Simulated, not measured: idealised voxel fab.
The document below concerns the process module designated voxel ribs on slabs.
Cross-sectional view cut (width: 280 nm; square cell size: 5 nm).
Reading order for cross-sections: top band down to bottom band. Underlying form: a grid of square cells. Band size: one or more rows of cells. Read a band's entry like this: the first values are the height of its top and the height of its bottom in nm, and what follows is the sequence of materials from left to right, each with its width in nm. Note that "blank" is empty space, and that a single material marked "edge to edge" reaches across the band from edge to edge. Heights are reckoned from 0. Under this level, the received wafer is all of one material. The bottommost band is open-ended downward, for example "0 -> down". Graded width ("30->40"): value in top row of band = first number; value in bottom row = second number; row-to-row change constant. Step note "no alteration" = no cross-section cell changed. For the entry "Trapped voids", the listed items are empty spaces with no open way to the top whose size is 8 cells or more; each item follows the pattern width x height at distance, where distance is from the left edge and all three are in nm. On each step's line, the part that comes after the settings is the simulator's own comment on the step. Steps that use a mask can have "overlay nm" on their line. It says how far the mask sat to the right of where it was meant to be. Negative means to the left.

**Listed below are the process steps as planned**
1. RECEIVE (material Si)
2. DIRECTIONAL_DEP (material SiO2; thk nm 25)
3. DIRECTIONAL_DEP (material polySi; thk nm 15)
4. DIRECTIONAL_DEP (material aC; thk nm 10)
5. PATTERN (tone cover; mask id RIB; material resist; width nm 15; thk nm 30; overlay nm 0)
6. DIRECTIONAL_ETCH (etch materials aC; depth nm 10)
7. STRIP (etch materials resist)
8. DIRECTIONAL_ETCH (etch materials polySi; depth nm 10)
9. STRIP (etch materials aC)
10. DIRECTIONAL_DEP (material aC; thk nm 15)
11. PATTERN (tone cover; mask id SLAB; material resist; width nm 55; thk nm 35; overlay nm 0)
12. DIRECTIONAL_ETCH (etch materials aC; depth nm 15)
13. STRIP (etch materials resist)
14. DIRECTIONAL_ETCH (etch materials polySi; depth nm 5)
15. STRIP (etch materials aC)
16. FILL_DEP (material SiO2; thk nm 20)
17. CMP (height nm 50)
18. DIRECTIONAL_DEP (material TiN; thk nm 5)
19. DIRECTIONAL_DEP (material aC; thk nm 15)
20. PATTERN (tone cover; mask id HEATER; material resist; width nm 25; thk nm 35; overlay nm 0)
21. DIRECTIONAL_ETCH (etch materials aC; depth nm 15)
22. STRIP (etch materials resist)
23. DIRECTIONAL_ETCH (etch materials TiN; depth nm 5)
24. STRIP (etch materials aC)
25. CONFORMAL_DEP (material SiO2; thk nm 10)

**Run as planned: first of two wafers**

**Cross-section of the wafer as it came to us, i.e., already through step 1**
0 -> down  Si edge to edge
Trapped voids: none

**Cross-section of the wafer subsequent to step 2**
25 -> 0  SiO2 edge to edge
Everything below 0 is unchanged.

**Cross-section of the wafer subsequent to step 3**
40 -> 25  polySi edge to edge
Everything below 25 is unchanged.

**Cross-section of the wafer subsequent to step 4**
50 -> 40  aC edge to edge
Everything below 40 is unchanged.

**Cross-section of the wafer subsequent to step 5**
80 -> 50  blank: 130 / resist: 15 / blank: 135
Everything below 50 is unchanged.

**Cross-section of the wafer subsequent to step 6**
70 -> 50  blank: 130 / resist: 15 / blank: 135
50 -> 40  blank: 130 / aC: 15 / blank: 135
Everything below 40 is unchanged.

**Cross-section of the wafer subsequent to step 7**
50 -> 40  blank: 130 / aC: 15 / blank: 135
Everything below 40 is unchanged.

**Cross-section of the wafer subsequent to step 8**
50 -> 40  blank: 130 / aC: 15 / blank: 135
40 -> 30  blank: 130 / polySi: 15 / blank: 135
Everything below 30 is unchanged.

**Cross-section of the wafer subsequent to step 9**
40 -> 30  blank: 130 / polySi: 15 / blank: 135
Everything below 30 is unchanged.

**Cross-section of the wafer subsequent to step 10**
55 -> 45  blank: 130 / aC: 15 / blank: 135
45 -> 40  aC edge to edge
40 -> 30  aC: 130 / polySi: 15 / aC: 135
Everything below 30 is unchanged.

**Cross-section of the wafer subsequent to step 11**
90 -> 55  blank: 110 / resist: 55 / blank: 115
55 -> 45  blank: 110 / resist: 20 / aC: 15 / resist: 20 / blank: 115
Everything below 45 is unchanged.

**Cross-section of the wafer subsequent to step 12**
75 -> 55  blank: 110 / resist: 55 / blank: 115
55 -> 45  blank: 110 / resist: 20 / aC: 15 / resist: 20 / blank: 115
45 -> 40  blank: 110 / aC: 55 / blank: 115
40 -> 30  blank: 110 / aC: 20 / polySi: 15 / aC: 20 / blank: 115
Everything below 30 is unchanged.

**Cross-section of the wafer subsequent to step 13**
55 -> 45  blank: 130 / aC: 15 / blank: 135
Everything below 45 is unchanged.

**Cross-section of the wafer subsequent to step 14**
55 -> 45  blank: 130 / aC: 15 / blank: 135
45 -> 40  blank: 110 / aC: 55 / blank: 115
40 -> 30  blank: 110 / aC: 20 / polySi: 15 / aC: 20 / blank: 115
30 -> 25  blank: 110 / polySi: 55 / blank: 115
Everything below 25 is unchanged.

**Cross-section of the wafer subsequent to step 15**
40 -> 30  blank: 130 / polySi: 15 / blank: 135
Everything below 30 is unchanged.

**Cross-section of the wafer subsequent to step 16**
60 -> 40  SiO2 edge to edge
40 -> 30  SiO2: 130 / polySi: 15 / SiO2: 135
30 -> 25  SiO2: 110 / polySi: 55 / SiO2: 115
Everything below 25 is unchanged.

**Cross-section of the wafer subsequent to step 17**
50 -> 40  SiO2 edge to edge
Everything below 40 is unchanged.

**Cross-section of the wafer subsequent to step 18**
55 -> 50  TiN edge to edge
Everything below 50 is unchanged.

**Cross-section of the wafer subsequent to step 19**
70 -> 55  aC edge to edge
Everything below 55 is unchanged.

**Cross-section of the wafer subsequent to step 20**
105 -> 70  blank: 125 / resist: 25 / blank: 130
Everything below 70 is unchanged.

**Cross-section of the wafer subsequent to step 21**
90 -> 70  blank: 125 / resist: 25 / blank: 130
70 -> 55  blank: 125 / aC: 25 / blank: 130
Everything below 55 is unchanged.

**Cross-section of the wafer subsequent to step 22**
70 -> 55  blank: 125 / aC: 25 / blank: 130
Everything below 55 is unchanged.

**Cross-section of the wafer subsequent to step 23**
70 -> 55  blank: 125 / aC: 25 / blank: 130
55 -> 50  blank: 125 / TiN: 25 / blank: 130
Everything below 50 is unchanged.

**Cross-section of the wafer subsequent to step 24**
55 -> 50  blank: 125 / TiN: 25 / blank: 130
Everything below 50 is unchanged.

**Cross-section of the wafer subsequent to step 25**
65 -> 60  blank: 115 / SiO2: 45 / blank: 120
60 -> 55  SiO2 edge to edge
55 -> 50  SiO2: 125 / TiN: 25 / SiO2: 130
Everything below 50 is unchanged.

**Wafer two. Identical start, identical plan. One mistake in execution. Identical history through step 17**

**Cross-section, second wafer, at the end time the plan gives for step 18**
55 -> 50  polySi edge to edge
Everything below 50 is unchanged.

**Cross-section, second wafer, at the end time the plan gives for step 19**
70 -> 55  aC edge to edge
Everything below 55 is unchanged.

**Cross-section, second wafer, at the end time the plan gives for step 20**
105 -> 70  blank: 125 / resist: 25 / blank: 130
Everything below 70 is unchanged.

**Cross-section, second wafer, at the end time the plan gives for step 21**
90 -> 70  blank: 125 / resist: 25 / blank: 130
70 -> 55  blank: 125 / aC: 25 / blank: 130
Everything below 55 is unchanged.

**Cross-section, second wafer, at the end time the plan gives for step 22**
70 -> 55  blank: 125 / aC: 25 / blank: 130
Everything below 55 is unchanged.

Cross-section, second wafer, at the end time the plan gives for step 23: no alteration

**Cross-section, second wafer, at the end time the plan gives for step 24**
55 -> 50  polySi edge to edge
Everything below 50 is unchanged.

**Cross-section, second wafer, at the end time the plan gives for step 25**
65 -> 55  SiO2 edge to edge
Everything below 55 is unchanged.
So what did we get wrong on this run? step 18: run off-plan, actual operation and settings DIRECTIONAL_DEP (material polySi; thk nm 5)
End check, counted in cells, second wafer has more or fewer of these materials than the first: 4 fewer of SiO2, 5 fewer of TiN, 56 more of polySi
